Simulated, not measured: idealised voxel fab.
The following process module bears the name voxel self aligned contacts.
It is cross-section cut that appears here, measuring 220 nm in width, its square cells being 5 nm in size.
Cross-sections here: square-cell grids, written as top-down lists of bands, a band being one or more rows of cells.
Read a band's entry like this: the first values are the height of its top and the height of its bottom in nm, and what follows is the sequence of materials from left to right, each with its width in nm. Note that "blank" is empty space, and that a single material marked "all across" reaches across the band from edge to edge.
The reference from which all heights are counted is 0, the level beneath which the as-received wafer is entirely one material; the lowest band, having no lower bound, proceeds downward and is written after the example "top 0, no bottom".
A two-number width, for instance "30 to 40", indicates that the width is equal to the first number in the top row of the band and to the second number in the bottom row, and that it changes by a constant amount per row of cells.
Step note "same as before" = no cross-section cell changed.
This entry, "Trapped cavities", enumerates those empty regions of no fewer than 8 cells that possess no open connection to the top. Each region is reported in the form width x height at distance, the distance being taken from the left edge, with all three quantities expressed in nm.
Past the settings on a step's line: simulator remark, on that step.
"overlay nm", when on a step's line for a step with a mask, measures how far to the right of its planned place the mask lay; a negative measure means to the left.

Planned process steps:
1: RECEIVE with material Si
2: CONFORMAL_DEP with material SiO2, thk nm 5
3: DIRECTIONAL_DEP with material polySi, thk nm 25
4: DIRECTIONAL_DEP with material SiN, thk nm 15
5: MASKED_ETCH with tone cover, mask id GATE, width nm 35, pitch nm 70, etch materials SiN, depth nm 15, overlay nm 0
6: MASKED_ETCH with tone cover, mask id GATE, width nm 35, pitch nm 70, etch materials polySi, depth nm 25, overlay nm 0
7: CONFORMAL_DEP with material SiN, thk nm 5
8: DIRECTIONAL_ETCH with etch materials SiN, depth nm 5
9: FILL_DEP with material SiO2, thk nm 10
10: CMP with height nm 50
11: PATTERN with tone open, mask id CONTACT, material resist, width nm 45, thk nm 15, overlay nm 0
12: DIRECTIONAL_ETCH with etch materials SiO2, depth nm 50
13: STRIP with etch materials resist
14: CONFORMAL_DEP with material TiN, thk nm 5
15: FILL_DEP with material Ru, thk nm 10
16: CMP with height nm 50
17: CONFORMAL_DEP with material SiN, thk nm 5

Received-state cross-section, reflecting completion of step 1:
  top 0, no bottom: Si all across
  Trapped cavities: none

A wafer at the end: this start, this plan, one mistake:
  top 55, bottom 50: SiN all across
  top 50, bottom 45: Ru=45 / TiN=40 / SiO2=45 / TiN=40 / Ru=50
  top 45, bottom 30: Ru=45 / TiN=5 / SiN=45 / SiO2=25 / SiN=45 / TiN=5 / Ru=50
  top 30, bottom 5: Ru=45 / TiN=5 / SiN=5 / polySi=35 / SiN=5 / SiO2=25 / SiN=5 / polySi=35 / SiN=5 / TiN=5 / Ru=50
  top 5, bottom 0: TiN=50 / SiO2=115 / TiN=55
  top 0, no bottom: Si all across
  Trapped cavities: none
Against the plan, the run slipped here: in deviation from the planned setting, step 11 was conducted as PATTERN with tone cover, mask id CONTACT, material resist, width nm 45, thk nm 15, overlay nm 0
